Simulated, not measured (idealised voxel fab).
Process module under the name voxel self aligned vias
Shown is cross-section cut, with a width of 270 nm and square cells of size 5 nm.
When this document writes out a cross-section, it uses a grid of square cells and lists it as bands, beginning at the top and moving down, with a band standing for one or more rows of cells.
Heights first: top, then bottom, in nm. Then materials, left to right, each with a width in nm. "everywhere" on a single material: fills the band edge to edge. "empty": empty space.
Beneath 0, the wafer as received is one material, and that level is where height counting begins. The lowest band goes on downward without a bottom; it is written like "0 -> down".
A two-number width, for instance "30..40", indicates that the width is equal to the first number in the top row of the band and to the second number in the bottom row, and that it changes by a constant amount per row of cells.
What does "stayed the same" mean for a step? It means no cell of the cross-section changed in that step.
Basically, "Fully closed voids" tells you about the enclosed voids: empty spaces with no open way to the top, 8 cells or bigger, each written width x height at distance, where distance is from the left edge, all in nm.
Whatever follows a step's settings on its line is a remark the simulator itself makes about that step.
The optional step-line setting "overlay nm" applies to steps with a mask and quantifies how far to the right of its planned location the mask lay, a negative value indicating leftward placement.

### plan
1. op RECEIVE | material Si
2. op CONFORMAL_DEP | material SiO2 | thk nm 15
3. op CONFORMAL_DEP | material SiCN | thk nm 5
4. op DIRECTIONAL_DEP | material SiO2 | thk nm 25
5. op DIRECTIONAL_DEP | material aC | thk nm 15
6. op PATTERN | tone open | mask id LINES | material resist | width nm 25 | pitch nm 65 | thk nm 35 | overlay nm 0
7. op DIRECTIONAL_ETCH | etch materials aC | depth nm 15
8. op STRIP | etch materials resist
9. op DIRECTIONAL_ETCH | etch materials SiO2 | depth nm 25
10. op STRIP | etch materials aC
11. op CONFORMAL_DEP | material TiN | thk nm 5
12. op FILL_DEP | material W | thk nm 10
13. op CMP | height nm 45
14. op SELECTIVE_ETCH | etch materials W Ru TiN | depth nm 10
15. op FILL_DEP | material SiN | thk nm 10
16. op CMP | height nm 45
17. op DIRECTIONAL_DEP | material SiO2 | thk nm 20
18. op DIRECTIONAL_DEP | material aC | thk nm 15
19. op PATTERN | tone open | mask id VIAS | material resist | width nm 35 | pitch nm 65 | thk nm 35 | overlay nm 0
20. op DIRECTIONAL_ETCH | etch materials aC | depth nm 15
21. op STRIP | etch materials resist
22. op DIRECTIONAL_ETCH | etch materials SiO2 | depth nm 20
23. op DIRECTIONAL_ETCH | etch materials SiN | depth nm 10
24. op STRIP | etch materials aC
25. op CONFORMAL_DEP | material TiN | thk nm 5
26. op FILL_DEP | material W | thk nm 10
27. op CMP | height nm 65
28. op CONFORMAL_DEP | material SiN | thk nm 5

### Shown in cross-section is the wafer as received, that is, as it stands after step 1
  0 -> down = Si everywhere
  Fully closed voids: none

### The module was run from the start shown above using the plan shown above, but one mistake was made doing it; the resulting wafer cross-section is below
  70 -> 65 = SiN everywhere
  65 -> 50 = SiO2 85 nm, then TiN 5 nm, then W 25 nm, then TiN 5 nm, then SiO2 30 nm, then TiN 5 nm, then W 25 nm, then TiN 5 nm, then SiO2 85 nm
  50 -> 45 = SiO2 85 nm, then TiN 35 nm, then SiO2 30 nm, then TiN 35 nm, then SiO2 85 nm
  45 -> 40 = SiCN everywhere
  40 -> 0 = SiO2 everywhere
  0 -> down = Si everywhere
  Fully closed voids: none
Diagnosis: steps 3 and 4 run out of order (swapped)
